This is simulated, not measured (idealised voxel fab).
Proc. module: voxel ribs on slabs
For reference, the cross-section in this document is cut, with width 225 nm and square cells of 5 nm.
How to read a cross-section here: the picture is a grid of square cells, written as bands going from the top down, and any band can span one or more rows of cells. Heights first: top, then bottom, in nm. Then materials, left to right, each with a width in nm. "throughout" on a single material: fills the band edge to edge. "empty": empty space. Counting heights begins at 0, where everything beneath is, in the wafer as received, one material. The lowest band has no bottom; it goes on downwards, as "0 down" shows. So if you see something like "30 to 40" for the width, read it as the top row of the band sitting at the first number and the bottom row at the second, with every row in between moving by the same amount as the last. When a step is marked "nothing altered", none of the cells in the cross-section changed during that step. What "Voids, enclosed" gives you is every empty space of 8 cells or more that is cut off from the top. Each appears as width x height at distance, with the distance taken from the left edge and width, height and distance all in nm. What comes after the settings on a step's line is commentary from the simulator itself on that step. When a step includes a mask, the "overlay nm" setting on its line states how far to the right of its planned place that mask lay, and negative values state how far to the left.
Set out below are the planned steps of the process
1 RECEIVE [material Si]
2 DIRECTIONAL_DEP [material SiO2] [thk nm 30]
3 DIRECTIONAL_DEP [material SiN] [thk nm 25]
4 PATTERN [tone cover] [mask id RIB] [material resist] [width nm 20] [thk nm 20] [overlay nm 0]
5 DIRECTIONAL_ETCH [etch materials SiN] [depth nm 10]
6 STRIP [etch materials resist]
7 MASKED_ETCH [tone cover] [mask id SLAB] [width nm 80] [etch materials SiN] [depth nm 15] [overlay nm 0]
8 FILL_DEP [material SiO2] [thk nm 25]
9 CMP [height nm 70]
10 DIRECTIONAL_DEP [material TiN] [thk nm 10]
11 PATTERN [tone cover] [mask id HEATER] [material resist] [width nm 30] [thk nm 15] [overlay nm 0]
12 DIRECTIONAL_ETCH [etch materials TiN] [depth nm 10]
13 STRIP [etch materials resist]
14 CONFORMAL_DEP [material SiO2] [thk nm 5]
First of two wafers: run as planned
Shown in cross-section is the wafer as received, that is, as it stands after step 1
- 0 down: Si throughout
- Voids, enclosed: none
Take a look at the wafer's cross-section after step 2
- 30 to 0: SiO2 throughout
- No changes below 0.
Take a look at the wafer's cross-section after step 3
- 55 to 30: SiN throughout
- No changes below 30.
Take a look at the wafer's cross-section after step 4
- 75 to 55: empty 100 / resist 20 / empty 105
- No changes below 55.
Take a look at the wafer's cross-section after step 5
- 75 to 55: empty 100 / resist 20 / empty 105
- 55 to 45: empty 100 / SiN 20 / empty 105
- No changes below 45.
Take a look at the wafer's cross-section after step 6
- 55 to 45: empty 100 / SiN 20 / empty 105
- No changes below 45.
Take a look at the wafer's cross-section after step 7
- 55 to 45: empty 100 / SiN 20 / empty 105
- 45 to 30: empty 70 / SiN 80 / empty 75
- No changes below 30.
Take a look at the wafer's cross-section after step 8
- 80 to 55: SiO2 throughout
- 55 to 45: SiO2 100 / SiN 20 / SiO2 105
- 45 to 30: SiO2 70 / SiN 80 / SiO2 75
- No changes below 30.
Take a look at the wafer's cross-section after step 9
- 70 to 55: SiO2 throughout
- No changes below 55.
Take a look at the wafer's cross-section after step 10
- 80 to 70: TiN throughout
- No changes below 70.
Take a look at the wafer's cross-section after step 11
- 95 to 80: empty 95 / resist 30 / empty 100
- No changes below 80.
Take a look at the wafer's cross-section after step 12
- 95 to 80: empty 95 / resist 30 / empty 100
- 80 to 70: empty 95 / TiN 30 / empty 100
- No changes below 70.
Take a look at the wafer's cross-section after step 13
- 80 to 70: empty 95 / TiN 30 / empty 100
- No changes below 70.
Take a look at the wafer's cross-section after step 14
- 85 to 80: empty 90 / SiO2 40 / empty 95
- 80 to 75: empty 90 / SiO2 5 / TiN 30 / SiO2 5 / empty 95
- 75 to 70: SiO2 95 / TiN 30 / SiO2 100
- No changes below 70.
Wafer two: like wafer one in start and plan, but with one mistake in execution; identical up to and including step 6
Cross-section: second wafer, time at which step 7 was scheduled to end
- 55 to 45: empty 100 / SiN 20 / empty 105
- 45 to 30: empty 75 / SiN 80 / empty 70
- No changes below 30.
Cross-section: second wafer, time at which step 8 was scheduled to end
- 80 to 55: SiO2 throughout
- 55 to 45: SiO2 100 / SiN 20 / SiO2 105
- 45 to 30: SiO2 75 / SiN 80 / SiO2 70
- No changes below 30.
Cross-section: second wafer, time at which step 9 was scheduled to end
- 70 to 55: SiO2 throughout
- No changes below 55.
Cross-section: second wafer, time at which step 10 was scheduled to end
- 80 to 70: TiN throughout
- No changes below 70.
Cross-section: second wafer, time at which step 11 was scheduled to end
- 95 to 80: empty 95 / resist 30 / empty 100
- No changes below 80.
Cross-section: second wafer, time at which step 12 was scheduled to end
- 95 to 80: empty 95 / resist 30 / empty 100
- 80 to 70: empty 95 / TiN 30 / empty 100
- No changes below 70.
Cross-section: second wafer, time at which step 13 was scheduled to end
- 80 to 70: empty 95 / TiN 30 / empty 100
- No changes below 70.
Cross-section: second wafer, time at which step 14 was scheduled to end
- 85 to 80: empty 90 / SiO2 40 / empty 95
- 80 to 75: empty 90 / SiO2 5 / TiN 30 / SiO2 5 / empty 95
- 75 to 70: SiO2 95 / TiN 30 / SiO2 100
- No changes below 70.
Want to know what went wrong? in deviation from the planned setting, step 7 was conducted as MASKED_ETCH [tone cover] [mask id SLAB] [width nm 80] [etch materials SiN] [depth nm 15] [overlay nm 5]
Final state: per-material cell counts identical on both wafers; locations differ.
